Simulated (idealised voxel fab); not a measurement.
Process module under the name voxel trench capacitor
Square cells of 5 nm make up the cross-section cut, whose width is 185 nm.
A cross-section is written here as square cells arranged in a grid, and it is given in bands from the top down, each band taking up one or more rows of cells.
Read a band's entry like this: the first values are the height of its top and the height of its bottom in nm, and what follows is the sequence of materials from left to right, each with its width in nm. Note that "air" is empty space, and that a single material marked "edge to edge" reaches across the band from edge to edge.
Height datum 0, below which the as-received substrate wafer is one material. Lowest band open at the bottom, running downward: "0 nm and below".
Graded width ("30..40"): value in top row of band = first number; value in bottom row = second number; row-to-row change constant.
"changes: none" for a step: no cell of the cross-section changed in that step.
Entry "Sealed-off cavities". Content: empty spaces with no open connection to the top, size 8 cells or greater. Each: width x height at distance. Distance: from left edge. Unit: nm.
Heads up: the bit after the settings on a step's line is the simulator's remark on that step.
Among the settings permitted on a step's line is "overlay nm"; applied to a step with a mask, it specifies the extent to which the mask lay to the right of its planned position, whereas a negative figure signifies a position to the left.
STEPS IN THE PROCESS PLAN
- 1: RECEIVE: material Si
- 2: CONFORMAL_DEP: material SiN, thk nm 5
- 3: PATTERN: tone open, mask id TRENCH, material resist, width nm 30, pitch nm 50, thk nm 20, overlay nm 0
- 4: DIRECTIONAL_ETCH: etch materials SiN, depth nm 5
- 5: DIRECTIONAL_ETCH: etch materials Si, depth nm 25
- 6: STRIP: etch materials resist
- 7: CONFORMAL_DEP: material Al2O3, thk nm 5
- 8: CONFORMAL_DEP: material TiN, thk nm 5
- 9: FILL_DEP: material W, thk nm 10
- 10: CMP: height nm 5
SO THIS IS THE INCOMING WAFER IN CROSS-SECTION - IT'S ALREADY BEEN THROUGH STEP 1
    0 nm and below | Si edge to edge
    Sealed-off cavities: none
END STATE OF THE MODULE IN CROSS-SECTION, GIVEN THE ABOVE STARTING POINT AND PLAN AND ONE MISTAKE IN EXECUTION
    5 nm to 0 nm | SiN=30, Al2O3=5, TiN=10, Al2O3=5, SiN=30, Al2O3=5, TiN=10, Al2O3=5, SiN=30, Al2O3=5, TiN=10, Al2O3=5, SiN=35
    0 nm to -20 nm | Si=30, Al2O3=5, TiN=10, Al2O3=5, Si=30, Al2O3=5, TiN=10, Al2O3=5, Si=30, Al2O3=5, TiN=10, Al2O3=5, Si=35
    -20 nm to -25 nm | Si=30, Al2O3=20, Si=30, Al2O3=20, Si=30, Al2O3=20, Si=35
    -25 nm and below | Si edge to edge
    Sealed-off cavities: none
Error vs. plan: step 3 off recipe, ran as PATTERN: tone open, mask id TRENCH, material resist, width nm 20, pitch nm 50, thk nm 20, overlay nm 0
